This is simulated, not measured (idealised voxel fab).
process module | voxel capacitor over wiring
cross-section cut | 235 nm wide | cells 5 nm
A cross-section is a grid of square cells, given in bands from the top down. A band is one or more rows of cells.
Each band's line starts with the height of the band's top and of its bottom, in nm. Then come its materials from left to right, each with its width in nm. One material with "throughout" fills the band from edge to edge. "air" is empty space.
Height 0 is the level under which the wafer as received is all one material. The lowest band goes on downwards, as in "0 down".
A width such as "30 to 40" changes by the same amount from each row of cells to the next, from the band's top row to its bottom row.
"no change" after a step means that no cell of the cross-section changed.
closed voids: empty space of 8 cells or more with no open way to the top, each as width x height at its distance from the left edge, in nm
after a step's settings: what the simulator itself notes on the step
overlay nm, on a step with a mask: how far to the right of its planned place the mask lay; to the left if negative
plan
1 op RECEIVE | material Si
2 op CONFORMAL_DEP | material SiO2 | thk nm 10
3 op CONFORMAL_DEP | material SiCN | thk nm 5
4 op DIRECTIONAL_DEP | material lowk | thk nm 20
5 op DIRECTIONAL_DEP | material aC | thk nm 15
6 op PATTERN | tone open | mask id METAL_1 | material resist | width nm 30 | pitch nm 85 | thk nm 30 | overlay nm 0
7 op DIRECTIONAL_ETCH | etch materials aC | depth nm 15
8 op STRIP | etch materials resist
9 op DIRECTIONAL_ETCH | etch materials lowk | depth nm 20
10 op DIRECTIONAL_ETCH | etch materials SiCN | depth nm 5
11 op STRIP | etch materials aC
12 op CONFORMAL_DEP | material TiN | thk nm 5
13 op FILL_DEP | material Ru | thk nm 10
14 op CMP | height nm 35
15 op CONFORMAL_DEP | material SiCN | thk nm 5
16 op DIRECTIONAL_DEP | material lowk | thk nm 10
17 op MASKED_ETCH | tone open | mask id PLUG_1 | width nm 15 | etch materials lowk | depth nm 10 | overlay nm 0
18 op MASKED_ETCH | tone open | mask id PLUG_1 | width nm 15 | etch materials SiCN | depth nm 5 | overlay nm 0
19 op EPI | material Ru | thk nm 10
20 op EPI | material Ru | thk nm 5
21 op DIRECTIONAL_DEP | material TiN | thk nm 10
22 op DIRECTIONAL_DEP | material HfO2 | thk nm 5
23 op DIRECTIONAL_DEP | material TiN | thk nm 5
24 op PATTERN | tone cover | mask id UPPER_PLATE | material resist | width nm 60 | thk nm 15 | overlay nm 0
25 op DIRECTIONAL_ETCH | etch materials TiN | depth nm 5
26 op DIRECTIONAL_ETCH | etch materials HfO2 | depth nm 5
27 op STRIP | etch materials resist
28 op PATTERN | tone cover | mask id LOWER_PLATE | material resist | width nm 70 | thk nm 20 | overlay nm 0
29 op DIRECTIONAL_ETCH | etch materials TiN | depth nm 10
30 op STRIP | etch materials resist
31 op FILL_DEP | material SiO2 | thk nm 20
32 op CMP | height nm 85
33 op DIRECTIONAL_DEP | material aC | thk nm 10
34 op PATTERN | tone open | mask id PLUG_2 | material resist | width nm 15 | thk nm 30 | overlay nm 0
35 op DIRECTIONAL_ETCH | etch materials aC | depth nm 10
36 op STRIP | etch materials resist
37 op DIRECTIONAL_ETCH | etch materials SiO2 | depth nm 15
38 op STRIP | etch materials aC
39 op CONFORMAL_DEP | material TiN | thk nm 5
40 op FILL_DEP | material Cu | thk nm 5
41 op CMP | height nm 85
42 op CONFORMAL_DEP | material SiN | thk nm 5
as received, after step 1
  0 down: Si throughout
  closed voids: none
a wafer at the end: this start, this plan, one mistake
  90 to 85: SiN throughout
  85 to 75: SiO2 85 | TiN 5 | Cu 5 | TiN 5 | SiO2 135
  75 to 70: SiO2 85 | TiN 15 | SiO2 135
  70 to 65: SiO2 throughout
  65 to 60: SiO2 75 | TiN 60 | SiO2 100
  60 to 55: SiO2 75 | HfO2 60 | SiO2 100
  55 to 45: SiO2 70 | TiN 70 | SiO2 95
  45 to 35: lowk 75 | Ru 15 | lowk 145
  35 to 30: SiCN 75 | Ru 15 | SiCN 145
  30 to 15: lowk 60 | TiN 5 | Ru 20 | TiN 5 | lowk 55 | TiN 5 | Ru 20 | TiN 5 | lowk 60
  15 to 10: SiCN 60 | TiN 30 | SiCN 55 | TiN 30 | SiCN 60
  10 to 0: SiO2 throughout
  0 down: Si throughout
  closed voids: none
what went wrong: step 14 ran as: op CMP | height nm 30
